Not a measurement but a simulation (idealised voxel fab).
Title: Process Module voxel wiring stack
Cross-section cut spans 165 nm and uses square cells 5 nm in size.
This document writes a cross-section as a grid whose cells are square, and gives it as bands, listed from the top down; one or more rows of cells form a band.
A band entry consists of two parts. The first gives the height of the band's top and the height of its bottom, in nm. The rest lists the band's materials from left to right, each with its width in nm. A single material labelled with the word "all across" fills the band from edge to edge, and the word "air" marks empty space.
Ref level 0: as-received wafer is one material below here. Bottom band extends down with no lower bound ("from 0 down").
The two numbers in a width such as "30..40" mark its ends across the band: the first belongs to the top row of cells, the second to the bottom row, and from each row to the next the width moves by the same amount.
The cross-section has no changed cell in any step marked "no alterations made".
"Closed void entries" contains a list of empty spaces, each no smaller than 8 cells and without an open way to the top, written in the form width x height at distance with the distance from the left edge and all three in nm.
That trailing text on a step's line, after the settings, is the simulator's own remark on the step.
Among the settings permitted on a step's line is "overlay nm"; applied to a step with a mask, it specifies the extent to which the mask lay to the right of its planned position, whereas a negative figure signifies a position to the left.

Intended process steps
1 op RECEIVE | material Si
2 op CONFORMAL_DEP | material SiO2 | thk nm 10
3 op DIRECTIONAL_DEP | material TiN | thk nm 5
4 op DIRECTIONAL_DEP | material Ru | thk nm 25
5 op DIRECTIONAL_DEP | material aC | thk nm 15
6 op PATTERN | tone cover | mask id METAL_1 | material resist | width nm 25 | pitch nm 45 | thk nm 35 | overlay nm 0
7 op DIRECTIONAL_ETCH | etch materials aC | depth nm 15
8 op STRIP | etch materials resist
9 op DIRECTIONAL_ETCH | etch materials Ru | depth nm 25
10 op DIRECTIONAL_ETCH | etch materials TiN | depth nm 5
11 op STRIP | etch materials aC
12 op FILL_DEP | material SiO2 | thk nm 5
13 op CMP | height nm 40
14 op CONFORMAL_DEP | material SiCN | thk nm 5
15 op DIRECTIONAL_DEP | material SiO2 | thk nm 15
16 op DIRECTIONAL_DEP | material aC | thk nm 10
17 op PATTERN | tone open | mask id PLUG_1 | material resist | width nm 15 | thk nm 30 | overlay nm 0
18 op DIRECTIONAL_ETCH | etch materials aC | depth nm 10
19 op STRIP | etch materials resist
20 op DIRECTIONAL_ETCH | etch materials SiO2 | depth nm 15
21 op DIRECTIONAL_ETCH | etch materials SiCN | depth nm 5
22 op STRIP | etch materials aC
23 op CONFORMAL_DEP | material TiN | thk nm 5
24 op FILL_DEP | material W | thk nm 10
25 op CMP | height nm 60
26 op DIRECTIONAL_DEP | material TiN | thk nm 5
27 op DIRECTIONAL_DEP | material W | thk nm 20
28 op DIRECTIONAL_DEP | material aC | thk nm 10
29 op PATTERN | tone cover | mask id METAL_2 | material resist | width nm 25 | pitch nm 45 | thk nm 30 | overlay nm 0
30 op DIRECTIONAL_ETCH | etch materials aC | depth nm 10
31 op STRIP | etch materials resist
32 op DIRECTIONAL_ETCH | etch materials W | depth nm 20
33 op DIRECTIONAL_ETCH | etch materials TiN | depth nm 5
34 op STRIP | etch materials aC
35 op CONFORMAL_DEP | material SiCN | thk nm 5
36 op FILL_DEP | material SiO2 | thk nm 5
37 op CMP | height nm 85
38 op CONFORMAL_DEP | material SiCN | thk nm 5

As-received wafer cross-section (after step 1)
> from 0 down  Si all across
> Closed void entries: none

First of two wafers, end-of-module section, run followed plan
> from 90 to 85  SiCN all across
> from 85 to 65  SiO2=40, then SiCN=5, then W=25, then SiCN=5, then SiO2=10, then SiCN=5, then W=25, then SiCN=5, then SiO2=45
> from 65 to 60  SiCN=45, then TiN=25, then SiCN=20, then TiN=25, then SiCN=50
> from 60 to 45  SiO2=45, then TiN=5, then W=5, then TiN=5, then SiO2=105
> from 45 to 40  SiCN=45, then TiN=15, then SiCN=105
> from 40 to 15  SiO2=45, then Ru=25, then SiO2=20, then Ru=25, then SiO2=50
> from 15 to 10  SiO2=45, then TiN=25, then SiO2=20, then TiN=25, then SiO2=50
> from 10 to 0  SiO2 all across
> from 0 down  Si all across
> Closed void entries: none

Second wafer cross-section at end of module - shared start and plan with the first, one mistake in the run
> from 95 to 90  SiCN all across
> from 90 to 85  SiO2=40, then SiCN=35, then SiO2=10, then SiCN=35, then SiO2=45
> from 85 to 65  SiO2=40, then SiCN=5, then W=25, then SiCN=5, then SiO2=10, then SiCN=5, then W=25, then SiCN=5, then SiO2=45
> from 65 to 60  SiCN=45, then TiN=25, then SiCN=20, then TiN=25, then SiCN=50
> from 60 to 45  SiO2=45, then TiN=5, then W=5, then TiN=5, then SiO2=105
> from 45 to 40  SiCN=45, then TiN=15, then SiCN=105
> from 40 to 15  SiO2=45, then Ru=25, then SiO2=20, then Ru=25, then SiO2=50
> from 15 to 10  SiO2=45, then TiN=25, then SiO2=20, then TiN=25, then SiO2=50
> from 10 to 0  SiO2 all across
> from 0 down  Si all across
> Closed void entries: none
Nonconformance to the process plan: step 37 ran differently from the plan; actual operation with settings: op CMP | height nm 90
Final wafer comparison in cells, second versus first, more or fewer per material: +14 SiCN; +19 SiO2
